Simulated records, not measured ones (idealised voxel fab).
A process module follows: voxel capacitor over wiring.
Cross-section cut: width 170 nm, square cells of 5 nm.
In what follows, cross-sections appear as grids of square cells, described through bands that run from the top down, where every band is one or more rows of cells. Look at the band entry: it leads with the top's height and the bottom's height in nm. Then it lists the materials left to right, with a width in nm for each. The word "everywhere" on a single material says that material fills the band edge to edge. The word "air" is empty space. A quick word on heights: they are counted from 0, and under that level the wafer as it came to us is one material throughout. The lowest band is different from the rest in having no bottom; it simply continues downward, written as in "0 down". The width entry "30..40" should be interpreted row by row: the top row of cells in the band takes the first number, the bottom row takes the second number, and the change between adjacent rows is uniform throughout. Where the words "no modifications" appear for a step, the cross-section shows no cell changed by that step; every cell remained as before. Heads up: "Sealed-off cavities" only lists the empty pockets with no open path to the top that are 8 cells or more, and it writes them as width x height at distance, distance from the left edge, in nm. Where a step's line continues beyond its settings, the continuation is a remark by the simulator itself on that step. overlay nm, on a step with a mask: how far to the right of its planned place the mask lay; to the left if negative.

The planned process steps are enumerated hereunder:
1. RECEIVE with material Si
2. CONFORMAL_DEP with material SiO2, thk nm 10
3. CONFORMAL_DEP with material SiCN, thk nm 5
4. DIRECTIONAL_DEP with material lowk, thk nm 25
5. MASKED_ETCH with tone open, mask id METAL_1, width nm 30, pitch nm 100, etch materials lowk, depth nm 25, overlay nm 0
6. MASKED_ETCH with tone open, mask id METAL_1, width nm 30, pitch nm 100, etch materials SiCN, depth nm 5, overlay nm 0
7. CONFORMAL_DEP with material TiN, thk nm 5
8. FILL_DEP with material Ru, thk nm 5
9. CMP with height nm 40
10. CONFORMAL_DEP with material SiCN, thk nm 5
11. DIRECTIONAL_DEP with material SiO2, thk nm 10
12. DIRECTIONAL_DEP with material aC, thk nm 10
13. PATTERN with tone open, mask id PLUG_1, material resist, width nm 15, thk nm 30, overlay nm 0
14. DIRECTIONAL_ETCH with etch materials aC, depth nm 10
15. STRIP with etch materials resist
16. DIRECTIONAL_ETCH with etch materials SiO2, depth nm 10
17. DIRECTIONAL_ETCH with etch materials SiCN, depth nm 5
18. STRIP with etch materials aC
19. EPI with material Ru, thk nm 10
20. EPI with material Ru, thk nm 5
21. DIRECTIONAL_DEP with material TiN, thk nm 5
22. DIRECTIONAL_DEP with material SiN, thk nm 5
23. DIRECTIONAL_DEP with material TiN, thk nm 5
24. DIRECTIONAL_DEP with material aC, thk nm 10
25. PATTERN with tone cover, mask id UPPER_PLATE, material resist, width nm 75, thk nm 30, overlay nm 0
26. DIRECTIONAL_ETCH with etch materials aC, depth nm 10
27. STRIP with etch materials resist
28. DIRECTIONAL_ETCH with etch materials TiN, depth nm 5
29. DIRECTIONAL_ETCH with etch materials SiN, depth nm 5
30. STRIP with etch materials aC
31. PATTERN with tone cover, mask id LOWER_PLATE, material resist, width nm 85, thk nm 20, overlay nm 0
32. DIRECTIONAL_ETCH with etch materials TiN, depth nm 5
33. STRIP with etch materials resist
34. FILL_DEP with material SiO2, thk nm 20
35. CMP with height nm 85
36. PATTERN with tone open, mask id PLUG_2, material resist, width nm 15, thk nm 15, overlay nm -15
37. DIRECTIONAL_ETCH with etch materials SiO2, depth nm 15
38. STRIP with etch materials resist
39. CONFORMAL_DEP with material TiN, thk nm 5
40. FILL_DEP with material W, thk nm 10
41. CMP with height nm 85
42. CONFORMAL_DEP with material SiN, thk nm 5
Every wafer here starts from the same state; it is the step 36 overlay nm that distinguishes them, and the value the plan gives belongs to the first wafer.

Cross-section of the first of several wafers on receipt, reflecting completion of step 1:
0 down | Si everywhere
Sealed-off cavities: none

Quick key for the table: a row per wafer, taken at the end of the module. For each material it tells you how many cells the wafer gained (+) or lost (-) since it came in, and the closed voids come after:
overlay nm -15 | +49 Ru | +53 SiCN | +49 SiN | +278 SiO2 | +71 TiN | +2 W | +110 lowk | Sealed-off cavities: none
overlay nm -10 | +49 Ru | +53 SiCN | +49 SiN | +278 SiO2 | +71 TiN | +2 W | +110 lowk | Sealed-off cavities: none
overlay nm -5 | +49 Ru | +53 SiCN | +49 SiN | +278 SiO2 | +71 TiN | +2 W | +110 lowk | Sealed-off cavities: none
overlay nm 0 | +49 Ru | +53 SiCN | +49 SiN | +278 SiO2 | +71 TiN | +2 W | +110 lowk | Sealed-off cavities: none
overlay nm 5 | +49 Ru | +53 SiCN | +49 SiN | +278 SiO2 | +71 TiN | +2 W | +110 lowk | Sealed-off cavities: none
overlay nm 10 | +49 Ru | +53 SiCN | +49 SiN | +278 SiO2 | +71 TiN | +2 W | +110 lowk | Sealed-off cavities: none
overlay nm 15 | +49 Ru | +53 SiCN | +49 SiN | +278 SiO2 | +71 TiN | +2 W | +110 lowk | Sealed-off cavities: none
